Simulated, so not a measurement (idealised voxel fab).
Documented hereafter: the process module known as voxel released beams.
For reference, the cross-section in this document is cut, with width 255 nm and square cells of 5 nm.
When this document writes out a cross-section, it uses a grid of square cells and lists it as bands, beginning at the top and moving down, with a band standing for one or more rows of cells. The band entry comprises the height of the band's top followed by the height of its bottom, expressed in nm, and subsequently the band's materials from left to right, each stated together with its width in nm. Where a single material is marked with the word "throughout", that material fills the band from edge to edge. The word "empty" represents empty space. For the purposes of this specification, 0 denotes the height below which the wafer in its as-received condition is composed wholly of one material, and the lowermost band, lacking a lower limit, extends downward without end, as expressed in "top 0, no bottom". With a width like "30 to 40", each row of cells in the band differs from the next by the same amount, the top row carrying the first number and the bottom row the second. "nothing got changed" means the step left every cell of the cross-section as it was. Closed empty spaces (no open way to the top) of 8 cells or more are what "Trapped cavities" lists, each as width x height at distance from the left edge, nm for all three. Where a step's line continues beyond its settings, the continuation is a remark by the simulator itself on that step. The "overlay nm" setting may appear on a step's line; for a step that uses a mask, it gives how far to the right of its planned position the mask lay, and a negative value indicates the left.

The steps planned for the process are as follows
1) RECEIVE [material Si]
2) CONFORMAL_DEP [material Al2O3] [thk nm 10]
3) DIRECTIONAL_DEP [material SiO2] [thk nm 10]
4) DIRECTIONAL_DEP [material aC] [thk nm 15]
5) PATTERN [tone open] [mask id ANCHOR] [material resist] [width nm 20] [thk nm 35] [overlay nm 0]
6) DIRECTIONAL_ETCH [etch materials aC] [depth nm 15]
7) STRIP [etch materials resist]
8) DIRECTIONAL_ETCH [etch materials SiO2] [depth nm 10]
9) STRIP [etch materials aC]
10) CONFORMAL_DEP [material SiN] [thk nm 10]
11) MASKED_ETCH [tone cover] [mask id BEAM] [width nm 100] [etch materials SiN] [depth nm 10] [overlay nm 0]
12) STRIP [etch materials SiO2]
Among the wafers covered here, the point of difference is the width nm at step 5; their starting state is shared, and the plan presents the value of the first wafer.

Sectional view: first of several wafers, as received, after step 1
> top 0, no bottom  Si throughout
> Trapped cavities: none

Gained (+) or lost (-) cells of each material since receipt, then closed voids: one row per wafer, at the end of the module
width nm 20 | +102 Al2O3 | +48 SiN | Trapped cavities: none
width nm 25 | +102 Al2O3 | +48 SiN | Trapped cavities: none
width nm 30 | +102 Al2O3 | +48 SiN | Trapped cavities: none
width nm 35 | +102 Al2O3 | +48 SiN | Trapped cavities: none
width nm 40 | +102 Al2O3 | +48 SiN | Trapped cavities: none
width nm 45 | +102 Al2O3 | +48 SiN | Trapped cavities: none
